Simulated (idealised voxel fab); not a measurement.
process module | voxel local oxidation
cross-section cut | 230 nm wide | cells 5 nm
A cross-section is a grid of square cells, given in bands from the top down. A band is one or more rows of cells.
Each band's line starts with the height of the band's top and of its bottom, in nm. Then come its materials from left to right, each with its width in nm. One material with "throughout" fills the band from edge to edge. "air" is empty space.
Height 0 is the level under which the wafer as received is all one material. The lowest band goes on downwards, as in "0 down".
A width such as "30 to 40" changes by the same amount from each row of cells to the next, from the band's top row to its bottom row.
"no change" after a step means that no cell of the cross-section changed.
closed voids: empty space of 8 cells or more with no open way to the top, each as width x height at its distance from the left edge, in nm
after a step's settings: what the simulator itself notes on the step
overlay nm, on a step with a mask: how far to the right of its planned place the mask lay; to the left if negative
plan
1 op RECEIVE | material Si
2 op CONFORMAL_DEP | material SiO2 | thk nm 5
3 op CONFORMAL_DEP | material SiN | thk nm 15
4 op PATTERN | tone cover | mask id ACTIVE | material resist | width nm 90 | thk nm 15 | overlay nm 0
5 op DIRECTIONAL_ETCH | etch materials SiN | depth nm 5
6 op STRIP | etch materials resist
7 op SELECTIVE_ETCH | etch materials SiO2 | depth nm 5
8 op OXIDIZE | depth nm 10
9 op STRIP | etch materials SiN
varied across the wafers: depth nm of step 5. The plan shows the first wafer's value. All wafers start alike
first wafer as received, after step 1
  0 down: Si throughout
  closed voids: none
first wafer at the end, after step 9
  5 to 0: SiO2 throughout
  0 down: Si throughout
  closed voids: none
last wafer at the end
  5 to 0: air 75 | SiO2 80 | air 75
  0 to -10: SiO2 85 | Si 60 | SiO2 85
  -10 down: Si throughout
  closed voids: none
each wafer at the end: cells of each material gained (+) or lost (-) since it was received, then its closed voids
depth nm 5 | +46 SiO2 | closed voids: none
depth nm 10 | +46 SiO2 | closed voids: none
depth nm 15 | -68 Si | +84 SiO2 | closed voids: none
depth nm 20 | -68 Si | +84 SiO2 | closed voids: none
depth nm 25 | -68 Si | +84 SiO2 | closed voids: none
depth nm 30 | -68 Si | +84 SiO2 | closed voids: none
